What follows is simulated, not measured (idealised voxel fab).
process module | voxel capacitor over wiring
Cross-section cut spans 235 nm and uses square cells 5 nm in size.
When this document writes out a cross-section, it uses a grid of square cells and lists it as bands, beginning at the top and moving down, with a band standing for one or more rows of cells.
Each band's line starts with the height of the band's top and of its bottom, in nm. Then come its materials from left to right, each with its width in nm. One material with "full width" fills the band from edge to edge. "blank" is empty space.
Heights from 0 (as-received wafer is one material below). Bottom band endless downward, as "top 0, no bottom".
Think of "30->40" as a width that walks from the first number to the second as you go down the band, top row to bottom row, taking equal-sized steps from row to row.
Key: "no alteration" - step with no changed cell in the cross-section.
The list in "Closed void listing" covers empty spaces of 8 cells or more that cannot reach the top through any open way, and it gives each as width x height at distance; the distance is from the left edge, and width, height and distance are in nm.
Where a step's line continues beyond its settings, the continuation is a remark by the simulator itself on that step.
When a step includes a mask, the "overlay nm" setting on its line states how far to the right of its planned place that mask lay, and negative values state how far to the left.
**Set out below are the planned steps of the process**
1,op RECEIVE | material Si
2,op CONFORMAL_DEP | material SiO2 | thk nm 15
3,op CONFORMAL_DEP | material SiN | thk nm 5
4,op DIRECTIONAL_DEP | material SiO2 | thk nm 15
5,op DIRECTIONAL_DEP | material aC | thk nm 10
6,op PATTERN | tone open | mask id METAL_1 | material resist | width nm 25 | pitch nm 90 | thk nm 30 | overlay nm 0
7,op DIRECTIONAL_ETCH | etch materials aC | depth nm 10
8,op STRIP | etch materials resist
9,op DIRECTIONAL_ETCH | etch materials SiO2 | depth nm 15
10,op DIRECTIONAL_ETCH | etch materials SiN | depth nm 5
11,op STRIP | etch materials aC
12,op CONFORMAL_DEP | material TiN | thk nm 5
13,op FILL_DEP | material Cu | thk nm 5
14,op CMP | height nm 35
15,op EPI | material Ru | thk nm 5
16,op FILL_DEP | material SiCN | thk nm 5
17,op DIRECTIONAL_DEP | material lowk | thk nm 15
18,op DIRECTIONAL_DEP | material aC | thk nm 10
19,op PATTERN | tone open | mask id PLUG_1 | material resist | width nm 15 | thk nm 30 | overlay nm 0
20,op DIRECTIONAL_ETCH | etch materials aC | depth nm 10
21,op STRIP | etch materials resist
22,op DIRECTIONAL_ETCH | etch materials lowk | depth nm 15
23,op DIRECTIONAL_ETCH | etch materials SiCN | depth nm 5
24,op STRIP | etch materials aC
25,op EPI | material Ru | thk nm 10
26,op EPI | material Ru | thk nm 10
27,op DIRECTIONAL_DEP | material TiN | thk nm 5
28,op DIRECTIONAL_DEP | material Al2O3 | thk nm 5
29,op DIRECTIONAL_DEP | material TiN | thk nm 10
30,op MASKED_ETCH | tone cover | mask id UPPER_PLATE | width nm 70 | etch materials TiN | depth nm 10 | overlay nm 0
31,op MASKED_ETCH | tone cover | mask id UPPER_PLATE | width nm 70 | etch materials Al2O3 | depth nm 5 | overlay nm 0
32,op DIRECTIONAL_DEP | material aC | thk nm 15
33,op PATTERN | tone cover | mask id LOWER_PLATE | material resist | width nm 80 | thk nm 35 | overlay nm 0
34,op DIRECTIONAL_ETCH | etch materials aC | depth nm 15
35,op STRIP | etch materials resist
36,op DIRECTIONAL_ETCH | etch materials TiN | depth nm 5
37,op STRIP | etch materials aC
38,op FILL_DEP | material SiO2 | thk nm 15
39,op CMP | height nm 90
40,op DIRECTIONAL_DEP | material aC | thk nm 15
41,op PATTERN | tone open | mask id PLUG_2 | material resist | width nm 15 | thk nm 35 | overlay nm 0
42,op DIRECTIONAL_ETCH | etch materials aC | depth nm 15
43,op STRIP | etch materials resist
44,op DIRECTIONAL_ETCH | etch materials SiO2 | depth nm 10
45,op STRIP | etch materials aC
46,op CONFORMAL_DEP | material TiN | thk nm 5
47,op FILL_DEP | material Ru | thk nm 5
48,op CMP | height nm 90
49,op CONFORMAL_DEP | material SiCN | thk nm 5
Be aware that, although all wafers share a common starting state, the thk nm at step 46 differs among them, and the plan displays the first wafer's value.
**Cross-section of the first of several wafers as received (after step 1)**
* top 0, no bottom: Si full width
* Closed void listing: none
**Take a look at the first of several wafers in cross-section: the module is done, and step 49 was its last step**
* top 95, bottom 90: SiCN full width
* top 90, bottom 85: 80 nm SiO2; 5 nm TiN; 5 nm Ru; 5 nm TiN; 140 nm SiO2
* top 85, bottom 80: 80 nm SiO2; 15 nm TiN; 140 nm SiO2
* top 80, bottom 70: 70 nm SiO2; 70 nm TiN; 95 nm SiO2
* top 70, bottom 65: 70 nm SiO2; 70 nm Al2O3; 95 nm SiO2
* top 65, bottom 60: 65 nm SiO2; 80 nm TiN; 90 nm SiO2
* top 60, bottom 45: 70 nm lowk; 15 nm Ru; 150 nm lowk
* top 45, bottom 40: 70 nm SiCN; 15 nm Ru; 150 nm SiCN
* top 40, bottom 35: 55 nm SiCN; 35 nm Ru; 55 nm SiCN; 35 nm Ru; 55 nm SiCN
* top 35, bottom 20: 60 nm SiO2; 5 nm TiN; 15 nm Cu; 5 nm TiN; 65 nm SiO2; 5 nm TiN; 15 nm Cu; 5 nm TiN; 60 nm SiO2
* top 20, bottom 15: 60 nm SiN; 25 nm TiN; 65 nm SiN; 25 nm TiN; 60 nm SiN
* top 15, bottom 0: SiO2 full width
* top 0, no bottom: Si full width
* Closed void listing: none
**A cross-section through the last wafer at the close of the module**
* top 95, bottom 90: SiCN full width
* top 90, bottom 80: 80 nm SiO2; 15 nm TiN; 140 nm SiO2
* top 80, bottom 70: 70 nm SiO2; 70 nm TiN; 95 nm SiO2
* top 70, bottom 65: 70 nm SiO2; 70 nm Al2O3; 95 nm SiO2
* top 65, bottom 60: 65 nm SiO2; 80 nm TiN; 90 nm SiO2
* top 60, bottom 45: 70 nm lowk; 15 nm Ru; 150 nm lowk
* top 45, bottom 40: 70 nm SiCN; 15 nm Ru; 150 nm SiCN
* top 40, bottom 35: 55 nm SiCN; 35 nm Ru; 55 nm SiCN; 35 nm Ru; 55 nm SiCN
* top 35, bottom 20: 60 nm SiO2; 5 nm TiN; 15 nm Cu; 5 nm TiN; 65 nm SiO2; 5 nm TiN; 15 nm Cu; 5 nm TiN; 60 nm SiO2
* top 20, bottom 15: 60 nm SiN; 25 nm TiN; 65 nm SiN; 25 nm TiN; 60 nm SiN
* top 15, bottom 0: SiO2 full width
* top 0, no bottom: Si full width
* Closed void listing: none
**Note: the following table is arranged by wafer, a row apiece. Each row reports the end-of-module state: per material, cells gained (+) or cells lost (-) compared with the wafer as received; closed voids follow**
thk nm 5, +14 Al2O3, +18 Cu, +27 Ru, +124 SiCN, +37 SiN, +470 SiO2, +71 TiN, +132 lowk, Closed void listing: none
thk nm 10, +14 Al2O3, +18 Cu, +26 Ru, +124 SiCN, +37 SiN, +470 SiO2, +72 TiN, +132 lowk, Closed void listing: none
thk nm 15, +14 Al2O3, +18 Cu, +26 Ru, +124 SiCN, +37 SiN, +470 SiO2, +72 TiN, +132 lowk, Closed void listing: none
thk nm 20, +14 Al2O3, +18 Cu, +26 Ru, +124 SiCN, +37 SiN, +470 SiO2, +72 TiN, +132 lowk, Closed void listing: none
